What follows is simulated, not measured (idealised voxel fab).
process module | voxel air gaps
cross-section cut | 240 nm wide | cells 5 nm
A cross-section is a grid of square cells, given in bands from the top down. A band is one or more rows of cells.
Each band's line starts with the height of the band's top and of its bottom, in nm. Then come its materials from left to right, each with its width in nm. One material with "throughout" fills the band from edge to edge. "air" is empty space.
Height 0 is the level under which the wafer as received is all one material. The lowest band goes on downwards, as in "0 down".
A width such as "30 to 40" changes by the same amount from each row of cells to the next, from the band's top row to its bottom row.
"no change" after a step means that no cell of the cross-section changed.
closed voids: empty space of 8 cells or more with no open way to the top, each as width x height at its distance from the left edge, in nm
after a step's settings: what the simulator itself notes on the step
overlay nm, on a step with a mask: how far to the right of its planned place the mask lay; to the left if negative
plan
1 op RECEIVE | material Si
2 op CONFORMAL_DEP | material SiO2 | thk nm 10
3 op CONFORMAL_DEP | material SiCN | thk nm 5
4 op DIRECTIONAL_DEP | material lowk | thk nm 35
5 op DIRECTIONAL_DEP | material aC | thk nm 15
6 op PATTERN | tone open | mask id LINES | material resist | width nm 25 | pitch nm 50 | thk nm 35 | overlay nm 0
7 op DIRECTIONAL_ETCH | etch materials aC | depth nm 15
8 op STRIP | etch materials resist
9 op DIRECTIONAL_ETCH | etch materials lowk | depth nm 35
10 op STRIP | etch materials aC
11 op CONFORMAL_DEP | material TiN | thk nm 5
12 op FILL_DEP | material Cu | thk nm 10
13 op CMP | height nm 50
14 op EPI | material Ru | thk nm 10
15 op SELECTIVE_ETCH | etch materials lowk | depth nm 45
16 op CONFORMAL_DEP | material SiCN | thk nm 5
first wafer, as planned
as received, after step 1
  0 down: Si throughout
  closed voids: none
after step 2
  10 to 0: SiO2 throughout
  below 0: unchanged
after step 3
  15 to 10: SiCN throughout
  below 10: unchanged
after step 4
  50 to 15: lowk throughout
  below 15: unchanged
after step 5
  65 to 50: aC throughout
  below 50: unchanged
after step 6
  100 to 65: resist 30 | air 25 | resist 25 | air 25 | resist 25 | air 25 | resist 25 | air 25 | resist 35
  below 65: unchanged
after step 7
  85 to 65: resist 30 | air 25 | resist 25 | air 25 | resist 25 | air 25 | resist 25 | air 25 | resist 35
  65 to 50: aC 30 | air 25 | aC 25 | air 25 | aC 25 | air 25 | aC 25 | air 25 | aC 35
  below 50: unchanged
after step 8
  65 to 50: aC 30 | air 25 | aC 25 | air 25 | aC 25 | air 25 | aC 25 | air 25 | aC 35
  below 50: unchanged
after step 9
  65 to 50: aC 30 | air 25 | aC 25 | air 25 | aC 25 | air 25 | aC 25 | air 25 | aC 35
  50 to 15: lowk 30 | air 25 | lowk 25 | air 25 | lowk 25 | air 25 | lowk 25 | air 25 | lowk 35
  below 15: unchanged
after step 10
  50 to 15: lowk 30 | air 25 | lowk 25 | air 25 | lowk 25 | air 25 | lowk 25 | air 25 | lowk 35
  below 15: unchanged
after step 11
  55 to 50: TiN 35 | air 15 | TiN 35 | air 15 | TiN 35 | air 15 | TiN 35 | air 15 | TiN 40
  50 to 20: lowk 30 | TiN 5 | air 15 | TiN 5 | lowk 25 | TiN 5 | air 15 | TiN 5 | lowk 25 | TiN 5 | air 15 | TiN 5 | lowk 25 | TiN 5 | air 15 | TiN 5 | lowk 35
  20 to 15: lowk 30 | TiN 25 | lowk 25 | TiN 25 | lowk 25 | TiN 25 | lowk 25 | TiN 25 | lowk 35
  below 15: unchanged
after step 12
  65 to 55: Cu throughout
  55 to 50: TiN 35 | Cu 15 | TiN 35 | Cu 15 | TiN 35 | Cu 15 | TiN 35 | Cu 15 | TiN 40
  50 to 20: lowk 30 | TiN 5 | Cu 15 | TiN 5 | lowk 25 | TiN 5 | Cu 15 | TiN 5 | lowk 25 | TiN 5 | Cu 15 | TiN 5 | lowk 25 | TiN 5 | Cu 15 | TiN 5 | lowk 35
  below 20: unchanged
after step 13
  50 to 20: lowk 30 | TiN 5 | Cu 15 | TiN 5 | lowk 25 | TiN 5 | Cu 15 | TiN 5 | lowk 25 | TiN 5 | Cu 15 | TiN 5 | lowk 25 | TiN 5 | Cu 15 | TiN 5 | lowk 35
  below 20: unchanged
after step 14
  60 to 50: air 20 | Ru 45 | air 5 | Ru 45 | air 5 | Ru 45 | air 5 | Ru 45 | air 25
  below 50: unchanged
after step 15
  60 to 50: air 20 | Ru 45 | air 5 | Ru 45 | air 5 | Ru 45 | air 5 | Ru 45 | air 25
  50 to 20: air 30 | TiN 5 | Cu 15 | TiN 5 | air 25 | TiN 5 | Cu 15 | TiN 5 | air 25 | TiN 5 | Cu 15 | TiN 5 | air 25 | TiN 5 | Cu 15 | TiN 5 | air 35
  20 to 15: air 30 | TiN 25 | air 25 | TiN 25 | air 25 | TiN 25 | air 25 | TiN 25 | air 35
  below 15: unchanged
after step 16
  65 to 60: air 15 | SiCN 205 | air 20
  60 to 50: air 15 | SiCN 5 | Ru 45 | SiCN 5 | Ru 45 | SiCN 5 | Ru 45 | SiCN 5 | Ru 45 | SiCN 5 | air 20
  50 to 45: air 15 | SiCN 15 | TiN 5 | Cu 15 | TiN 5 | SiCN 25 | TiN 5 | Cu 15 | TiN 5 | SiCN 25 | TiN 5 | Cu 15 | TiN 5 | SiCN 25 | TiN 5 | Cu 15 | TiN 5 | SiCN 15 | air 20
  45 to 20: air 25 | SiCN 5 | TiN 5 | Cu 15 | TiN 5 | SiCN 5 | air 15 | SiCN 5 | TiN 5 | Cu 15 | TiN 5 | SiCN 5 | air 15 | SiCN 5 | TiN 5 | Cu 15 | TiN 5 | SiCN 5 | air 15 | SiCN 5 | TiN 5 | Cu 15 | TiN 5 | SiCN 5 | air 30
  20 to 15: SiCN 30 | TiN 25 | SiCN 25 | TiN 25 | SiCN 25 | TiN 25 | SiCN 25 | TiN 25 | SiCN 35
  below 15: unchanged
  closed voids: 15 x 25 at 60; 15 x 25 at 110; 15 x 25 at 160
second wafer: like start, like plan, one mistake. Through step 5 it matches the first wafer
when step 6 should have ended
  100 to 65: resist 25 | air 25 | resist 25 | air 25 | resist 25 | air 25 | resist 25 | air 25 | resist 40
  below 65: unchanged
when step 7 should have ended
  85 to 65: resist 25 | air 25 | resist 25 | air 25 | resist 25 | air 25 | resist 25 | air 25 | resist 40
  65 to 50: aC 25 | air 25 | aC 25 | air 25 | aC 25 | air 25 | aC 25 | air 25 | aC 40
  below 50: unchanged
when step 8 should have ended
  65 to 50: aC 25 | air 25 | aC 25 | air 25 | aC 25 | air 25 | aC 25 | air 25 | aC 40
  below 50: unchanged
when step 9 should have ended
  65 to 50: aC 25 | air 25 | aC 25 | air 25 | aC 25 | air 25 | aC 25 | air 25 | aC 40
  50 to 15: lowk 25 | air 25 | lowk 25 | air 25 | lowk 25 | air 25 | lowk 25 | air 25 | lowk 40
  below 15: unchanged
when step 10 should have ended
  50 to 15: lowk 25 | air 25 | lowk 25 | air 25 | lowk 25 | air 25 | lowk 25 | air 25 | lowk 40
  below 15: unchanged
when step 11 should have ended
  55 to 50: TiN 30 | air 15 | TiN 35 | air 15 | TiN 35 | air 15 | TiN 35 | air 15 | TiN 45
  50 to 20: lowk 25 | TiN 5 | air 15 | TiN 5 | lowk 25 | TiN 5 | air 15 | TiN 5 | lowk 25 | TiN 5 | air 15 | TiN 5 | lowk 25 | TiN 5 | air 15 | TiN 5 | lowk 40
  20 to 15: lowk 25 | TiN 25 | lowk 25 | TiN 25 | lowk 25 | TiN 25 | lowk 25 | TiN 25 | lowk 40
  below 15: unchanged
when step 12 should have ended
  65 to 55: Cu throughout
  55 to 50: TiN 30 | Cu 15 | TiN 35 | Cu 15 | TiN 35 | Cu 15 | TiN 35 | Cu 15 | TiN 45
  50 to 20: lowk 25 | TiN 5 | Cu 15 | TiN 5 | lowk 25 | TiN 5 | Cu 15 | TiN 5 | lowk 25 | TiN 5 | Cu 15 | TiN 5 | lowk 25 | TiN 5 | Cu 15 | TiN 5 | lowk 40
  below 20: unchanged
when step 13 should have ended
  50 to 20: lowk 25 | TiN 5 | Cu 15 | TiN 5 | lowk 25 | TiN 5 | Cu 15 | TiN 5 | lowk 25 | TiN 5 | Cu 15 | TiN 5 | lowk 25 | TiN 5 | Cu 15 | TiN 5 | lowk 40
  below 20: unchanged
when step 14 should have ended
  60 to 50: air 15 | Ru 45 | air 5 | Ru 45 | air 5 | Ru 45 | air 5 | Ru 45 | air 30
  below 50: unchanged
when step 15 should have ended
  60 to 50: air 15 | Ru 45 | air 5 | Ru 45 | air 5 | Ru 45 | air 5 | Ru 45 | air 30
  50 to 20: air 25 | TiN 5 | Cu 15 | TiN 5 | air 25 | TiN 5 | Cu 15 | TiN 5 | air 25 | TiN 5 | Cu 15 | TiN 5 | air 25 | TiN 5 | Cu 15 | TiN 5 | air 40
  20 to 15: air 25 | TiN 25 | air 25 | TiN 25 | air 25 | TiN 25 | air 25 | TiN 25 | air 40
  below 15: unchanged
when step 16 should have ended
  65 to 60: air 10 | SiCN 205 | air 25
  60 to 50: air 10 | SiCN 5 | Ru 45 | SiCN 5 | Ru 45 | SiCN 5 | Ru 45 | SiCN 5 | Ru 45 | SiCN 5 | air 25
  50 to 45: air 10 | SiCN 15 | TiN 5 | Cu 15 | TiN 5 | SiCN 25 | TiN 5 | Cu 15 | TiN 5 | SiCN 25 | TiN 5 | Cu 15 | TiN 5 | SiCN 25 | TiN 5 | Cu 15 | TiN 5 | SiCN 15 | air 25
  45 to 20: air 20 | SiCN 5 | TiN 5 | Cu 15 | TiN 5 | SiCN 5 | air 15 | SiCN 5 | TiN 5 | Cu 15 | TiN 5 | SiCN 5 | air 15 | SiCN 5 | TiN 5 | Cu 15 | TiN 5 | SiCN 5 | air 15 | SiCN 5 | TiN 5 | Cu 15 | TiN 5 | SiCN 5 | air 35
  20 to 15: SiCN 25 | TiN 25 | SiCN 25 | TiN 25 | SiCN 25 | TiN 25 | SiCN 25 | TiN 25 | SiCN 40
  below 15: unchanged
  closed voids: 15 x 25 at 55; 15 x 25 at 105; 15 x 25 at 155
what went wrong: step 6 ran as: op PATTERN | tone open | mask id LINES | material resist | width nm 25 | pitch nm 50 | thk nm 35 | overlay nm -5
at the end the second wafer has, in cells: as many of each material as the first, in other places
